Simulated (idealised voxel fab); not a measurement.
Module name: voxel self aligned contacts (process module)
cross-section cut | 265 nm wide | cells 5 nm
Cross-section format: a grid of square cells, given as bands from top to bottom; each band is one or more rows of cells. Read a band's entry like this: the first values are the height of its top and the height of its bottom in nm, and what follows is the sequence of materials from left to right, each with its width in nm. Note that "air" is empty space, and that a single material marked "everywhere" reaches across the band from edge to edge. All heights in this document are referenced to 0, defined as the level beneath which the wafer, as received, consists entirely of one material. The lowest band is not bounded below; it extends indefinitely downward and is written in the form "0 down". The width entry "30..40" should be interpreted row by row: the top row of cells in the band takes the first number, the bottom row takes the second number, and the change between adjacent rows is uniform throughout. Reading "no alterations made" for a step: not a cell of the cross-section changed in it. Reported under the label "Closed internal voids" are the empty spaces having no open way to the top and comprising 8 cells or more; the notation for each is width x height at distance, in which the distance is measured from the left edge and all three values are in nm. Note: text after step settings on the step line = simulator remark on that step. The optional step-line setting "overlay nm" applies to steps with a mask and quantifies how far to the right of its planned location the mask lay, a negative value indicating leftward placement.
Process steps foreseen in the plan:
1: RECEIVE,material Si
2: CONFORMAL_DEP,material SiO2,thk nm 5
3: DIRECTIONAL_DEP,material polySi,thk nm 30
4: DIRECTIONAL_DEP,material SiN,thk nm 15
5: DIRECTIONAL_DEP,material aC,thk nm 15
6: PATTERN,tone cover,mask id GATE,material resist,width nm 25,pitch nm 50,thk nm 30,overlay nm 0
7: DIRECTIONAL_ETCH,etch materials aC,depth nm 15
8: STRIP,etch materials resist
9: DIRECTIONAL_ETCH,etch materials SiN,depth nm 15
10: DIRECTIONAL_ETCH,etch materials polySi,depth nm 30
11: STRIP,etch materials aC
12: CONFORMAL_DEP,material SiN,thk nm 5
13: DIRECTIONAL_ETCH,etch materials SiN,depth nm 5
14: FILL_DEP,material SiO2,thk nm 15
15: CMP,height nm 55
16: DIRECTIONAL_DEP,material aC,thk nm 10
17: PATTERN,tone open,mask id CONTACT,material resist,width nm 35,thk nm 30,overlay nm 0
18: DIRECTIONAL_ETCH,etch materials aC,depth nm 10
19: STRIP,etch materials resist
20: DIRECTIONAL_ETCH,etch materials SiO2,depth nm 55
21: STRIP,etch materials aC
22: CONFORMAL_DEP,material TiN,thk nm 5
23: FILL_DEP,material W,thk nm 5
24: CMP,height nm 55
25: CONFORMAL_DEP,material SiN,thk nm 5
The cross-section here shows the wafer as received, i.e. in its state after step 1:
0 down  Si everywhere
Closed internal voids: none
Post-module cross-section of the first of two wafers (run per plan):
60 to 55  SiN everywhere
55 to 50  SiO2=115, TiN=15, W=5, TiN=15, SiO2=115
50 to 35  SiO2=90, SiN=35, TiN=5, W=5, TiN=5, SiN=35, SiO2=90
35 to 5  SiO2=90, SiN=5, polySi=25, SiN=5, TiN=5, W=5, TiN=5, SiN=5, polySi=25, SiN=5, SiO2=90
5 to 0  SiO2=125, TiN=15, SiO2=125
0 down  Si everywhere
Closed internal voids: none
Second wafer of the two, sectioned at the end of the module. It began like the first and followed the same plan, but one mistake was made while running it:
60 to 55  SiN everywhere
55 to 45  SiO2=115, TiN=5..10, W=25..15, TiN=5..10, SiO2=115
45 to 35  SiO2=95, SiN=25, TiN=5, W=15, TiN=5, SiN=25, SiO2=95
35 to 5  SiO2=95, polySi=25, TiN=5, W=15, TiN=5, polySi=25, SiO2=95
5 to 0  SiO2=120, TiN=25, SiO2=120
0 down  Si everywhere
Closed internal voids: none
What was the processing mistake? with respect to the plan, step 12 was omitted and not executed
Upon completion, the second wafer contains, in terms of cells, a greater or smaller amount of certain materials than the first wafer: SiN: 46 fewer, SiO2: 24 more, W: 22 more
